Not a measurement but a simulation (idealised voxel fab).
Module name: voxel transistor to metal (process module)
It is cross-section cut that appears here, measuring 185 nm in width, its square cells being 5 nm in size.
This document writes a cross-section as a grid whose cells are square, and gives it as bands, listed from the top down; one or more rows of cells form a band. First you get the band's top height and its bottom height, in nm, and then the materials it's made of, left to right, with each width in nm. If you see a single material with "full width", that one covers the band edge to edge. "empty" is empty space. For the purposes of this specification, 0 denotes the height below which the wafer in its as-received condition is composed wholly of one material, and the lowermost band, lacking a lower limit, extends downward without end, as expressed in "top 0, no bottom". The expression "30..40" gives the width at the extremes of the band, the first number at its top row of cells and the second at its bottom row, with the width changing by equal amounts from each row to the next in between. Where the words "left unchanged" appear for a step, the cross-section shows no cell changed by that step; every cell remained as before. This entry, "Trapped voids", enumerates those empty regions of no fewer than 8 cells that possess no open connection to the top. Each region is reported in the form width x height at distance, the distance being taken from the left edge, with all three quantities expressed in nm. On a step's line, text after the settings is the simulator commenting on that step. If you see "overlay nm" on a step's line and that step has a mask, it's telling you how far right of where it was planned the mask ended up; a negative number means it went left instead.

Set out below are the planned steps of the process
1: RECEIVE with material Si
2: OXIDIZE with depth nm 5
3: CONFORMAL_DEP with material SiN, thk nm 10
4: PATTERN with tone cover, mask id ACTIVE, material resist, width nm 115, thk nm 15, overlay nm 0
5: DIRECTIONAL_ETCH with etch materials SiN, depth nm 10
6: DIRECTIONAL_ETCH with etch materials SiO2, depth nm 5
7: DIRECTIONAL_ETCH with etch materials Si, depth nm 35
8: STRIP with etch materials resist
9: OXIDIZE with depth nm 5
10: FILL_DEP with material SiO2, thk nm 5
11: CMP with height nm 10
12: SELECTIVE_ETCH with etch materials SiO2, depth nm 5
13: STRIP with etch materials SiN
14: SELECTIVE_ETCH with etch materials SiO2, depth nm 5
15: OXIDIZE with depth nm 5
16: DIRECTIONAL_DEP with material polySi, thk nm 25
17: DIRECTIONAL_DEP with material SiCN, thk nm 10
18: MASKED_ETCH with tone cover, mask id GATE, width nm 35, etch materials SiCN, depth nm 20, overlay nm 0
19: MASKED_ETCH with tone cover, mask id GATE, width nm 35, etch materials polySi, depth nm 35, overlay nm 0
20: CONFORMAL_DEP with material SiN, thk nm 10
21: DIRECTIONAL_ETCH with etch materials SiN, depth nm 10
22: DIRECTIONAL_ETCH with etch materials SiO2, depth nm 5
23: DIRECTIONAL_ETCH with etch materials Si, depth nm 10
24: EPI with material pSi, thk nm 15
25: FILL_DEP with material SiO2, thk nm 5
26: CMP with height nm 20
27: STRIP with etch materials polySi
28: SELECTIVE_ETCH with etch materials SiO2, depth nm 5
29: CONFORMAL_DEP with material HfO2, thk nm 5
30: CONFORMAL_DEP with material TiN, thk nm 5
31: FILL_DEP with material W, thk nm 5
32: CMP with height nm 15
33: DIRECTIONAL_DEP with material SiO2, thk nm 10
34: DIRECTIONAL_DEP with material aC, thk nm 15
35: PATTERN with tone open, mask id CONTACT, material resist, width nm 15, pitch nm 90, thk nm 35, overlay nm 0
36: DIRECTIONAL_ETCH with etch materials aC, depth nm 15
37: STRIP with etch materials resist
38: DIRECTIONAL_ETCH with etch materials SiO2, depth nm 30
39: STRIP with etch materials aC
40: CONFORMAL_DEP with material TiN, thk nm 5
41: FILL_DEP with material W, thk nm 10
42: CMP with height nm 25
43: DIRECTIONAL_DEP with material TiN, thk nm 5
44: DIRECTIONAL_DEP with material Ru, thk nm 20
45: MASKED_ETCH with tone cover, mask id METAL_1, width nm 15, pitch nm 90, etch materials Ru, depth nm 20, overlay nm 0
46: MASKED_ETCH with tone cover, mask id METAL_1, width nm 15, pitch nm 90, etch materials TiN, depth nm 5, overlay nm 0
47: CONFORMAL_DEP with material SiN, thk nm 5
48: FILL_DEP with material SiO2, thk nm 10
49: CMP with height nm 50
50: CONFORMAL_DEP with material SiCN, thk nm 5

Shown in cross-section is the wafer as received, that is, as it stands after step 1
- top 0, no bottom  Si full width
- Trapped voids: none

Final wafer profile in cross-section after the module, from the same start and plan as above, with one mistake made during processing
- top 55, bottom 50  SiCN full width
- top 50, bottom 30  SiO2 (35), then SiN (5), then Ru (15), then SiN (5), then SiO2 (65), then SiN (5), then Ru (15), then SiN (5), then SiO2 (35)
- top 30, bottom 25  SiN (40), then TiN (15), then SiN (75), then TiN (15), then SiN (40)
- top 25, bottom 15  SiO2 (40), then TiN (5), then W (5), then TiN (5), then SiO2 (75), then TiN (5), then W (5), then TiN (5), then SiO2 (40)
- top 15, bottom 10  SiO2 (40), then TiN (5), then W (5), then TiN (5), then SiO2 (10), then SiN (10), then TiN (5), then W (25), then TiN (5), then SiN (10), then SiO2 (10), then TiN (5), then W (5), then TiN (5), then SiO2 (40)
- top 10, bottom 5  SiO2 (40), then TiN (15), then SiO2 (10), then SiN (10), then TiN (5), then W (25), then TiN (5), then SiN (10), then SiO2 (10), then TiN (15), then SiO2 (40)
- top 5, bottom 0  SiO2 (40), then TiN (10), then pSi (15), then SiN (10), then TiN (5), then W (25), then TiN (5), then SiN (10), then pSi (15), then TiN (10), then SiO2 (40)
- top 0, bottom -5  SiO2 (30), then SiN (10), then TiN (10), then pSi (15), then SiN (10), then TiN (5), then W (25), then TiN (5), then SiN (10), then pSi (15), then TiN (10), then SiN (10), then SiO2 (30)
- top -5, bottom -10  SiO2 (40), then pSi (25), then SiO2 (5), then TiN (45), then SiO2 (5), then pSi (25), then SiO2 (40)
- top -10, bottom -20  SiO2 (40), then pSi (25), then Si (55), then pSi (25), then SiO2 (40)
- top -20, bottom -45  SiO2 (40), then Si (105), then SiO2 (40)
- top -45, no bottom  Si full width
- Trapped voids: none
Misprocessing identified: step 29 of the plan was bypassed and not carried out
